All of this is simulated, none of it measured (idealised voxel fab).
Process module in this document: voxel transistor to metal
Cross-section cut spans 160 nm and uses square cells 5 nm in size.
For the purposes of this document, a cross-section shall be understood as a grid of square cells, specified as bands listed in top-to-bottom order, each band consisting of one or more rows of cells.
What a band's entry tells you: where the top is and where the bottom is, as heights in nm, and after that what lies inside, material by material from left to right, each with its width in nm. Empty space is written as the word "air", and a single material marked with the word "full width" occupies the band from edge to edge.
Heads up on the height convention: 0 is the point under which the incoming wafer is all one material, and the lowest band has no bottom, it just keeps going down, like "z 0 and below".
A width given as "30->40" starts at the first number in the band's top row and ends at the second number in its bottom row, shifting by an equal amount at every step from row to row.
Reading "no alteration" for a step: not a cell of the cross-section changed in it.
"Voids, enclosed" - sealed voids, min. 8 cells, no opening to top; format: width x height at distance (distance from left edge; nm throughout).
Step line, after settings: the simulator's comment on this step.
overlay nm, on a step with a mask: how far to the right of its planned place the mask lay; to the left if negative
# Process steps foreseen in the plan
1. RECEIVE, material Si
2. CONFORMAL_DEP, material SiO2, thk nm 5
3. CONFORMAL_DEP, material SiN, thk nm 15
4. MASKED_ETCH, tone cover, mask id ACTIVE, width nm 125, etch materials SiN, depth nm 15, overlay nm 0
5. MASKED_ETCH, tone cover, mask id ACTIVE, width nm 125, etch materials SiO2, depth nm 5, overlay nm 0
6. MASKED_ETCH, tone cover, mask id ACTIVE, width nm 125, etch materials Si, depth nm 25, overlay nm 0
7. FILL_DEP, material SiO2, thk nm 15
8. CMP, height nm 20
9. SELECTIVE_ETCH, etch materials SiO2, depth nm 15
10. STRIP, etch materials SiN
11. SELECTIVE_ETCH, etch materials SiO2, depth nm 5
12. OXIDIZE, depth nm 5
13. DIRECTIONAL_DEP, material polySi, thk nm 30
14. DIRECTIONAL_DEP, material SiCN, thk nm 10
15. DIRECTIONAL_DEP, material aC, thk nm 10
16. PATTERN, tone cover, mask id GATE, material resist, width nm 25, thk nm 25, overlay nm 0
17. DIRECTIONAL_ETCH, etch materials aC, depth nm 10
18. STRIP, etch materials resist
19. DIRECTIONAL_ETCH, etch materials SiCN, depth nm 20
20. DIRECTIONAL_ETCH, etch materials polySi, depth nm 40
21. STRIP, etch materials aC
22. CONFORMAL_DEP, material SiO2, thk nm 5
23. DIRECTIONAL_ETCH, etch materials SiO2, depth nm 5
24. CONFORMAL_DEP, material SiN, thk nm 10
25. DIRECTIONAL_ETCH, etch materials SiN, depth nm 10
26. DIRECTIONAL_ETCH, etch materials SiO2, depth nm 5
27. EPI, material pSi, thk nm 5
28. FILL_DEP, material SiO2, thk nm 10
29. CMP, height nm 30
30. STRIP, etch materials polySi
31. SELECTIVE_ETCH, etch materials SiO2, depth nm 5
32. CONFORMAL_DEP, material HfO2, thk nm 5
33. CONFORMAL_DEP, material TiN, thk nm 5
34. FILL_DEP, material W, thk nm 5
35. CMP, height nm 25
36. DIRECTIONAL_DEP, material SiO2, thk nm 10
37. PATTERN, tone open, mask id CONTACT, material resist, width nm 20, pitch nm 85, thk nm 20, overlay nm 0
38. DIRECTIONAL_ETCH, etch materials SiO2, depth nm 35
39. STRIP, etch materials resist
40. CONFORMAL_DEP, material TiN, thk nm 5
41. FILL_DEP, material Ru, thk nm 5
42. CMP, height nm 35
43. DIRECTIONAL_DEP, material TiN, thk nm 5
44. DIRECTIONAL_DEP, material W, thk nm 25
45. MASKED_ETCH, tone cover, mask id METAL_1, width nm 20, pitch nm 85, etch materials W, depth nm 25, overlay nm 0
46. MASKED_ETCH, tone cover, mask id METAL_1, width nm 20, pitch nm 85, etch materials TiN, depth nm 5, overlay nm 0
47. CONFORMAL_DEP, material SiCN, thk nm 5
48. FILL_DEP, material lowk, thk nm 10
49. CMP, height nm 65
50. CONFORMAL_DEP, material SiCN, thk nm 5
51. DIRECTIONAL_DEP, material SiO2, thk nm 25
52. MASKED_ETCH, tone open, mask id METAL_2, width nm 20, pitch nm 85, etch materials SiO2, depth nm 15, overlay nm 0
53. DIRECTIONAL_DEP, material aC, thk nm 15
54. PATTERN, tone open, mask id METAL_2_HOLES, material resist, width nm 15, pitch nm 85, thk nm 30, overlay nm 0
55. DIRECTIONAL_ETCH, etch materials aC, depth nm 15
56. STRIP, etch materials resist
57. DIRECTIONAL_ETCH, etch materials SiO2, depth nm 10
58. DIRECTIONAL_ETCH, etch materials SiCN, depth nm 5
59. STRIP, etch materials aC
60. CONFORMAL_DEP, material TiN, thk nm 5
61. FILL_DEP, material Cu, thk nm 5
62. CMP, height nm 95
63. CONFORMAL_DEP, material SiCN, thk nm 5
# Here's what the wafer looked like in cross-section when it arrived - that's after step 1
	z 0 and below = Si full width
	Voids, enclosed: none
# Cross-sectional view of the first of the two wafers upon completion of the module, processed in accordance with the plan
	z 100 to 95 = SiCN full width
	z 95 to 85 = SiO2 25 nm  TiN 5 nm  Cu 10 nm  TiN 5 nm  SiO2 65 nm  TiN 5 nm  Cu 10 nm  TiN 5 nm  SiO2 30 nm
	z 85 to 80 = SiO2 25 nm  TiN 5 nm  Cu 5 nm  TiN 10 nm  SiO2 65 nm  TiN 5 nm  Cu 5 nm  TiN 10 nm  SiO2 30 nm
	z 80 to 70 = SiO2 25 nm  TiN 5 nm  Cu 5 nm  TiN 5 nm  SiO2 70 nm  TiN 5 nm  Cu 5 nm  TiN 5 nm  SiO2 35 nm
	z 70 to 65 = SiCN 25 nm  TiN 15 nm  SiCN 70 nm  TiN 15 nm  SiCN 35 nm
	z 65 to 40 = lowk 20 nm  SiCN 5 nm  W 20 nm  SiCN 5 nm  lowk 55 nm  SiCN 5 nm  W 20 nm  SiCN 5 nm  lowk 25 nm
	z 40 to 35 = SiCN 25 nm  TiN 20 nm  SiCN 65 nm  TiN 20 nm  SiCN 30 nm
	z 35 to 25 = SiO2 25 nm  TiN 5 nm  Ru 10 nm  TiN 5 nm  SiO2 65 nm  TiN 5 nm  Ru 10 nm  TiN 5 nm  SiO2 30 nm
	z 25 to 5 = SiO2 25 nm  TiN 5 nm  Ru 10 nm  TiN 5 nm  SiO2 5 nm  SiN 10 nm  HfO2 5 nm  TiN 5 nm  W 15 nm  TiN 5 nm  HfO2 5 nm  SiN 10 nm  SiO2 5 nm  TiN 5 nm  Ru 10 nm  TiN 5 nm  SiO2 30 nm
	z 5 to 0 = SiO2 25 nm  TiN 20 nm  SiO2 5 nm  SiN 10 nm  HfO2 5 nm  TiN 25 nm  HfO2 5 nm  SiN 10 nm  SiO2 5 nm  TiN 20 nm  SiO2 30 nm
	z 0 to -5 = SiO2 10 nm  pSi 40 nm  SiO2 10 nm  HfO2 35 nm  SiO2 10 nm  pSi 40 nm  SiO2 15 nm
	z -5 to -25 = SiO2 15 nm  Si 125 nm  SiO2 20 nm
	z -25 and below = Si full width
	Voids, enclosed: none
# Module end: cross-section of wafer two of two. Same start and process plan as the first wafer. One mistake during execution
	z 100 to 95 = SiCN full width
	z 95 to 85 = SiO2 25 nm  TiN 5 nm  Cu 10 nm  TiN 5 nm  SiO2 65 nm  TiN 5 nm  Cu 10 nm  TiN 5 nm  SiO2 30 nm
	z 85 to 80 = SiO2 25 nm  TiN 5 nm  Cu 5 nm  TiN 10 nm  SiO2 65 nm  TiN 5 nm  Cu 5 nm  TiN 10 nm  SiO2 30 nm
	z 80 to 70 = SiO2 25 nm  TiN 5 nm  Cu 5 nm  TiN 5 nm  SiO2 70 nm  TiN 5 nm  Cu 5 nm  TiN 5 nm  SiO2 35 nm
	z 70 to 65 = SiCN 25 nm  TiN 15 nm  SiCN 70 nm  TiN 15 nm  SiCN 35 nm
	z 65 to 40 = lowk 20 nm  SiCN 5 nm  W 20 nm  SiCN 5 nm  lowk 55 nm  SiCN 5 nm  W 20 nm  SiCN 5 nm  lowk 25 nm
	z 40 to 35 = SiCN 25 nm  TiN 20 nm  SiCN 65 nm  TiN 20 nm  SiCN 30 nm
	z 35 to 25 = SiO2 25 nm  TiN 5 nm  Ru 10 nm  TiN 5 nm  SiO2 65 nm  TiN 5 nm  Ru 10 nm  TiN 5 nm  SiO2 30 nm
	z 25 to 5 = SiO2 25 nm  TiN 5 nm  Ru 10 nm  TiN 5 nm  SiO2 5 nm  SiN 10 nm  TiN 5 nm  W 25 nm  TiN 5 nm  SiN 10 nm  SiO2 5 nm  TiN 5 nm  Ru 10 nm  TiN 5 nm  SiO2 30 nm
	z 5 to 0 = SiO2 25 nm  TiN 20 nm  SiO2 5 nm  SiN 10 nm  TiN 5 nm  W 25 nm  TiN 5 nm  SiN 10 nm  SiO2 5 nm  TiN 20 nm  SiO2 30 nm
	z 0 to -5 = SiO2 10 nm  pSi 40 nm  SiO2 10 nm  TiN 35 nm  SiO2 10 nm  pSi 40 nm  SiO2 15 nm
	z -5 to -25 = SiO2 15 nm  Si 125 nm  SiO2 20 nm
	z -25 and below = Si full width
	Voids, enclosed: none
Nonconformance to the process plan: the run left out plan step 32 entirely, so it was never executed
Final comparison by cell count, materials where the second wafer has more or fewer than the first: 17 fewer of HfO2, 4 more of TiN, 13 more of W
